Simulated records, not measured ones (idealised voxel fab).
voxel self aligned vias: a process module
The cross-section shown here is cut; it is 220 nm wide and divided into square cells measuring 5 nm on a side.
Cross-section = grid of square cells, listed top down in bands; band = one or more rows.
First you get the band's top height and its bottom height, in nm, and then the materials it's made of, left to right, with each width in nm. If you see a single material with "everywhere", that one covers the band edge to edge. "empty" is empty space.
Measure heights from 0. That's the level where, below it, the as-received wafer is all one material. The lowest band is bottomless and extends downward; write it as in "z 0 and below".
The expression "30..40" gives the width at the extremes of the band, the first number at its top row of cells and the second at its bottom row, with the width changing by equal amounts from each row to the next in between.
You'll sometimes find "all unchanged" written for a step, and that's the way of saying that nowhere in the cross-section did a cell change during that step.
For the entry "Unvented cavities", the listed items are empty spaces with no open way to the top whose size is 8 cells or more; each item follows the pattern width x height at distance, where distance is from the left edge and all three are in nm.
Whatever follows a step's settings on its line is a remark the simulator itself makes about that step.
The optional step-line setting "overlay nm" applies to steps with a mask and quantifies how far to the right of its planned location the mask lay, a negative value indicating leftward placement.

Planned step list for the process:
1,RECEIVE,material Si
2,CONFORMAL_DEP,material SiO2,thk nm 15
3,CONFORMAL_DEP,material SiCN,thk nm 5
4,DIRECTIONAL_DEP,material lowk,thk nm 20
5,DIRECTIONAL_DEP,material aC,thk nm 10
6,PATTERN,tone open,mask id LINES,material resist,width nm 20,pitch nm 50,thk nm 25,overlay nm 0
7,DIRECTIONAL_ETCH,etch materials aC,depth nm 10
8,STRIP,etch materials resist
9,DIRECTIONAL_ETCH,etch materials lowk,depth nm 20
10,STRIP,etch materials aC
11,CONFORMAL_DEP,material TiN,thk nm 5
12,FILL_DEP,material W,thk nm 10
13,CMP,height nm 40
14,SELECTIVE_ETCH,etch materials W Ru TiN,depth nm 10
15,FILL_DEP,material SiN,thk nm 5
16,CMP,height nm 40
17,DIRECTIONAL_DEP,material lowk,thk nm 15
18,PATTERN,tone open,mask id VIAS,material resist,width nm 30,pitch nm 50,thk nm 15,overlay nm 0
19,DIRECTIONAL_ETCH,etch materials lowk,depth nm 15
20,DIRECTIONAL_ETCH,etch materials SiN,depth nm 10
21,STRIP,etch materials resist
22,CONFORMAL_DEP,material TiN,thk nm 5
23,FILL_DEP,material W,thk nm 10
24,CMP,height nm 55
25,CONFORMAL_DEP,material SiCN,thk nm 5

The first wafer of two, processed as planned:

Here's what the wafer looked like in cross-section when it arrived - that's after step 1:
    z 0 and below | Si everywhere
    Unvented cavities: none

Step 2 complete: cross-section through the wafer:
    z 15 to 0 | SiO2 everywhere
    Below 0 it's all the same as before, nothing changed down there.

Step 3 complete: cross-section through the wafer:
    z 20 to 15 | SiCN everywhere
    Below 15 it's all the same as before, nothing changed down there.

Step 4 complete: cross-section through the wafer:
    z 40 to 20 | lowk everywhere
    Below 20 it's all the same as before, nothing changed down there.

Step 5 complete: cross-section through the wafer:
    z 50 to 40 | aC everywhere
    Below 40 it's all the same as before, nothing changed down there.

Step 6 complete: cross-section through the wafer:
    z 75 to 50 | resist 50 nm, empty 20 nm, resist 30 nm, empty 20 nm, resist 30 nm, empty 20 nm, resist 50 nm
    Below 50 it's all the same as before, nothing changed down there.

Step 7 complete: cross-section through the wafer:
    z 65 to 50 | resist 50 nm, empty 20 nm, resist 30 nm, empty 20 nm, resist 30 nm, empty 20 nm, resist 50 nm
    z 50 to 40 | aC 50 nm, empty 20 nm, aC 30 nm, empty 20 nm, aC 30 nm, empty 20 nm, aC 50 nm
    Below 40 it's all the same as before, nothing changed down there.

Step 8 complete: cross-section through the wafer:
    z 50 to 40 | aC 50 nm, empty 20 nm, aC 30 nm, empty 20 nm, aC 30 nm, empty 20 nm, aC 50 nm
    Below 40 it's all the same as before, nothing changed down there.

Step 9 complete: cross-section through the wafer:
    z 50 to 40 | aC 50 nm, empty 20 nm, aC 30 nm, empty 20 nm, aC 30 nm, empty 20 nm, aC 50 nm
    z 40 to 20 | lowk 50 nm, empty 20 nm, lowk 30 nm, empty 20 nm, lowk 30 nm, empty 20 nm, lowk 50 nm
    Below 20 it's all the same as before, nothing changed down there.

Step 10 complete: cross-section through the wafer:
    z 40 to 20 | lowk 50 nm, empty 20 nm, lowk 30 nm, empty 20 nm, lowk 30 nm, empty 20 nm, lowk 50 nm
    Below 20 it's all the same as before, nothing changed down there.

Step 11 complete: cross-section through the wafer:
    z 45 to 40 | TiN 55 nm, empty 10 nm, TiN 40 nm, empty 10 nm, TiN 40 nm, empty 10 nm, TiN 55 nm
    z 40 to 25 | lowk 50 nm, TiN 5 nm, empty 10 nm, TiN 5 nm, lowk 30 nm, TiN 5 nm, empty 10 nm, TiN 5 nm, lowk 30 nm, TiN 5 nm, empty 10 nm, TiN 5 nm, lowk 50 nm
    z 25 to 20 | lowk 50 nm, TiN 20 nm, lowk 30 nm, TiN 20 nm, lowk 30 nm, TiN 20 nm, lowk 50 nm
    Below 20 it's all the same as before, nothing changed down there.

Step 12 complete: cross-section through the wafer:
    z 55 to 45 | W everywhere
    z 45 to 40 | TiN 55 nm, W 10 nm, TiN 40 nm, W 10 nm, TiN 40 nm, W 10 nm, TiN 55 nm
    z 40 to 25 | lowk 50 nm, TiN 5 nm, W 10 nm, TiN 5 nm, lowk 30 nm, TiN 5 nm, W 10 nm, TiN 5 nm, lowk 30 nm, TiN 5 nm, W 10 nm, TiN 5 nm, lowk 50 nm
    Below 25 it's all the same as before, nothing changed down there.

Step 13 complete: cross-section through the wafer:
    z 40 to 25 | lowk 50 nm, TiN 5 nm, W 10 nm, TiN 5 nm, lowk 30 nm, TiN 5 nm, W 10 nm, TiN 5 nm, lowk 30 nm, TiN 5 nm, W 10 nm, TiN 5 nm, lowk 50 nm
    Below 25 it's all the same as before, nothing changed down there.

Step 14 complete: cross-section through the wafer:
    z 40 to 30 | lowk 50 nm, empty 20 nm, lowk 30 nm, empty 20 nm, lowk 30 nm, empty 20 nm, lowk 50 nm
    Below 30 it's all the same as before, nothing changed down there.

Step 15 complete: cross-section through the wafer:
    z 45 to 40 | SiN everywhere
    z 40 to 30 | lowk 50 nm, SiN 20 nm, lowk 30 nm, SiN 20 nm, lowk 30 nm, SiN 20 nm, lowk 50 nm
    Below 30 it's all the same as before, nothing changed down there.

Step 16 complete: cross-section through the wafer:
    z 40 to 30 | lowk 50 nm, SiN 20 nm, lowk 30 nm, SiN 20 nm, lowk 30 nm, SiN 20 nm, lowk 50 nm
    Below 30 it's all the same as before, nothing changed down there.

Step 17 complete: cross-section through the wafer:
    z 55 to 40 | lowk everywhere
    Below 40 it's all the same as before, nothing changed down there.

Step 18 complete: cross-section through the wafer:
    z 70 to 55 | resist 45 nm, empty 30 nm, resist 20 nm, empty 30 nm, resist 20 nm, empty 30 nm, resist 45 nm
    Below 55 it's all the same as before, nothing changed down there.

Step 19 complete: cross-section through the wafer:
    z 70 to 55 | resist 45 nm, empty 30 nm, resist 20 nm, empty 30 nm, resist 20 nm, empty 30 nm, resist 45 nm
    z 55 to 40 | lowk 45 nm, empty 30 nm, lowk 20 nm, empty 30 nm, lowk 20 nm, empty 30 nm, lowk 45 nm
    Below 40 it's all the same as before, nothing changed down there.

Step 20 complete: cross-section through the wafer:
    z 70 to 55 | resist 45 nm, empty 30 nm, resist 20 nm, empty 30 nm, resist 20 nm, empty 30 nm, resist 45 nm
    z 55 to 40 | lowk 45 nm, empty 30 nm, lowk 20 nm, empty 30 nm, lowk 20 nm, empty 30 nm, lowk 45 nm
    z 40 to 30 | lowk 50 nm, empty 20 nm, lowk 30 nm, empty 20 nm, lowk 30 nm, empty 20 nm, lowk 50 nm
    Below 30 it's all the same as before, nothing changed down there.

Step 21 complete: cross-section through the wafer:
    z 55 to 40 | lowk 45 nm, empty 30 nm, lowk 20 nm, empty 30 nm, lowk 20 nm, empty 30 nm, lowk 45 nm
    Below 40 it's all the same as before, nothing changed down there.

Step 22 complete: cross-section through the wafer:
    z 60 to 55 | TiN 50 nm, empty 20 nm, TiN 30 nm, empty 20 nm, TiN 30 nm, empty 20 nm, TiN 50 nm
    z 55 to 45 | lowk 45 nm, TiN 5 nm, empty 20 nm, TiN 5 nm, lowk 20 nm, TiN 5 nm, empty 20 nm, TiN 5 nm, lowk 20 nm, TiN 5 nm, empty 20 nm, TiN 5 nm, lowk 45 nm
    z 45 to 35 | lowk 45..50 nm, TiN 10..5 nm, empty 10 nm, TiN 10..5 nm, lowk 20..30 nm, TiN 10..5 nm, empty 10 nm, TiN 10..5 nm, lowk 20..30 nm, TiN 10..5 nm, empty 10 nm, TiN 10..5 nm, lowk 45..50 nm
    z 35 to 30 | lowk 50 nm, TiN 20 nm, lowk 30 nm, TiN 20 nm, lowk 30 nm, TiN 20 nm, lowk 50 nm
    Below 30 it's all the same as before, nothing changed down there.

Step 23 complete: cross-section through the wafer:
    z 70 to 60 | W everywhere
    z 60 to 55 | TiN 50 nm, W 20 nm, TiN 30 nm, W 20 nm, TiN 30 nm, W 20 nm, TiN 50 nm
    z 55 to 45 | lowk 45 nm, TiN 5 nm, W 20 nm, TiN 5 nm, lowk 20 nm, TiN 5 nm, W 20 nm, TiN 5 nm, lowk 20 nm, TiN 5 nm, W 20 nm, TiN 5 nm, lowk 45 nm
    z 45 to 35 | lowk 45..50 nm, TiN 10..5 nm, W 10 nm, TiN 10..5 nm, lowk 20..30 nm, TiN 10..5 nm, W 10 nm, TiN 10..5 nm, lowk 20..30 nm, TiN 10..5 nm, W 10 nm, TiN 10..5 nm, lowk 45..50 nm
    Below 35 it's all the same as before, nothing changed down there.

Step 24 complete: cross-section through the wafer:
    z 55 to 45 | lowk 45 nm, TiN 5 nm, W 20 nm, TiN 5 nm, lowk 20 nm, TiN 5 nm, W 20 nm, TiN 5 nm, lowk 20 nm, TiN 5 nm, W 20 nm, TiN 5 nm, lowk 45 nm
    Below 45 it's all the same as before, nothing changed down there.

Step 25 complete: cross-section through the wafer:
    z 60 to 55 | SiCN everywhere
    Below 55 it's all the same as before, nothing changed down there.

Wafer two. Same start, same plan, one slip in execution. Same as wafer one through step 2, inclusive:

Cross-section of the second wafer at the time step 3 of the plan should have ended:
    z 35 to 15 | lowk everywhere
    Below 15 it's all the same as before, nothing changed down there.

Cross-section of the second wafer at the time step 4 of the plan should have ended:
    z 40 to 35 | SiCN everywhere
    Below 35 it's all the same as before, nothing changed down there.

Cross-section of the second wafer at the time step 5 of the plan should have ended:
    z 50 to 40 | aC everywhere
    Below 40 it's all the same as before, nothing changed down there.

Cross-section of the second wafer at the time step 6 of the plan should have ended:
    z 75 to 50 | resist 50 nm, empty 20 nm, resist 30 nm, empty 20 nm, resist 30 nm, empty 20 nm, resist 50 nm
    Below 50 it's all the same as before, nothing changed down there.

Cross-section of the second wafer at the time step 7 of the plan should have ended:
    z 65 to 50 | resist 50 nm, empty 20 nm, resist 30 nm, empty 20 nm, resist 30 nm, empty 20 nm, resist 50 nm
    z 50 to 40 | aC 50 nm, empty 20 nm, aC 30 nm, empty 20 nm, aC 30 nm, empty 20 nm, aC 50 nm
    Below 40 it's all the same as before, nothing changed down there.

Cross-section of the second wafer at the time step 8 of the plan should have ended:
    z 50 to 40 | aC 50 nm, empty 20 nm, aC 30 nm, empty 20 nm, aC 30 nm, empty 20 nm, aC 50 nm
    Below 40 it's all the same as before, nothing changed down there.

Cross-section of the second wafer at the time step 9 of the plan should have ended: all unchanged

Cross-section of the second wafer at the time step 10 of the plan should have ended:
    z 40 to 35 | SiCN everywhere
    Below 35 it's all the same as before, nothing changed down there.

Cross-section of the second wafer at the time step 11 of the plan should have ended:
    z 45 to 40 | TiN everywhere
    Below 40 it's all the same as before, nothing changed down there.

Cross-section of the second wafer at the time step 12 of the plan should have ended:
    z 55 to 45 | W everywhere
    Below 45 it's all the same as before, nothing changed down there.

Cross-section of the second wafer at the time step 13 of the plan should have ended:
    z 40 to 35 | SiCN everywhere
    Below 35 it's all the same as before, nothing changed down there.

Cross-section of the second wafer at the time step 14 of the plan should have ended: all unchanged

Cross-section of the second wafer at the time step 15 of the plan should have ended:
    z 45 to 40 | SiN everywhere
    Below 40 it's all the same as before, nothing changed down there.

Cross-section of the second wafer at the time step 16 of the plan should have ended:
    z 40 to 35 | SiCN everywhere
    Below 35 it's all the same as before, nothing changed down there.

Cross-section of the second wafer at the time step 17 of the plan should have ended:
    z 55 to 40 | lowk everywhere
    Below 40 it's all the same as before, nothing changed down there.

Cross-section of the second wafer at the time step 18 of the plan should have ended:
    z 70 to 55 | resist 45 nm, empty 30 nm, resist 20 nm, empty 30 nm, resist 20 nm, empty 30 nm, resist 45 nm
    Below 55 it's all the same as before, nothing changed down there.

Cross-section of the second wafer at the time step 19 of the plan should have ended:
    z 70 to 55 | resist 45 nm, empty 30 nm, resist 20 nm, empty 30 nm, resist 20 nm, empty 30 nm, resist 45 nm
    z 55 to 40 | lowk 45 nm, empty 30 nm, lowk 20 nm, empty 30 nm, lowk 20 nm, empty 30 nm, lowk 45 nm
    Below 40 it's all the same as before, nothing changed down there.

Cross-section of the second wafer at the time step 20 of the plan should have ended: all unchanged

Cross-section of the second wafer at the time step 21 of the plan should have ended:
    z 55 to 40 | lowk 45 nm, empty 30 nm, lowk 20 nm, empty 30 nm, lowk 20 nm, empty 30 nm, lowk 45 nm
    Below 40 it's all the same as before, nothing changed down there.

Cross-section of the second wafer at the time step 22 of the plan should have ended:
    z 60 to 55 | TiN 50 nm, empty 20 nm, TiN 30 nm, empty 20 nm, TiN 30 nm, empty 20 nm, TiN 50 nm
    z 55 to 45 | lowk 45 nm, TiN 5 nm, empty 20 nm, TiN 5 nm, lowk 20 nm, TiN 5 nm, empty 20 nm, TiN 5 nm, lowk 20 nm, TiN 5 nm, empty 20 nm, TiN 5 nm, lowk 45 nm
    z 45 to 40 | lowk 45 nm, TiN 30 nm, lowk 20 nm, TiN 30 nm, lowk 20 nm, TiN 30 nm, lowk 45 nm
    Below 40 it's all the same as before, nothing changed down there.

Cross-section of the second wafer at the time step 23 of the plan should have ended:
    z 70 to 60 | W everywhere
    z 60 to 55 | TiN 50 nm, W 20 nm, TiN 30 nm, W 20 nm, TiN 30 nm, W 20 nm, TiN 50 nm
    z 55 to 45 | lowk 45 nm, TiN 5 nm, W 20 nm, TiN 5 nm, lowk 20 nm, TiN 5 nm, W 20 nm, TiN 5 nm, lowk 20 nm, TiN 5 nm, W 20 nm, TiN 5 nm, lowk 45 nm
    Below 45 it's all the same as before, nothing changed down there.

Cross-section of the second wafer at the time step 24 of the plan should have ended:
    z 55 to 45 | lowk 45 nm, TiN 5 nm, W 20 nm, TiN 5 nm, lowk 20 nm, TiN 5 nm, W 20 nm, TiN 5 nm, lowk 20 nm, TiN 5 nm, W 20 nm, TiN 5 nm, lowk 45 nm
    Below 45 it's all the same as before, nothing changed down there.

Cross-section of the second wafer at the time step 25 of the plan should have ended:
    z 60 to 55 | SiCN everywhere
    Below 55 it's all the same as before, nothing changed down there.
Against the plan, the run slipped here: deviation from plan: step 4 and step 3 executed in one another's positions
Bottom line after processing is that, in cells, the second wafer is up or down on some materials versus the first: TiN: 30 fewer; W: 18 fewer; lowk: 48 more
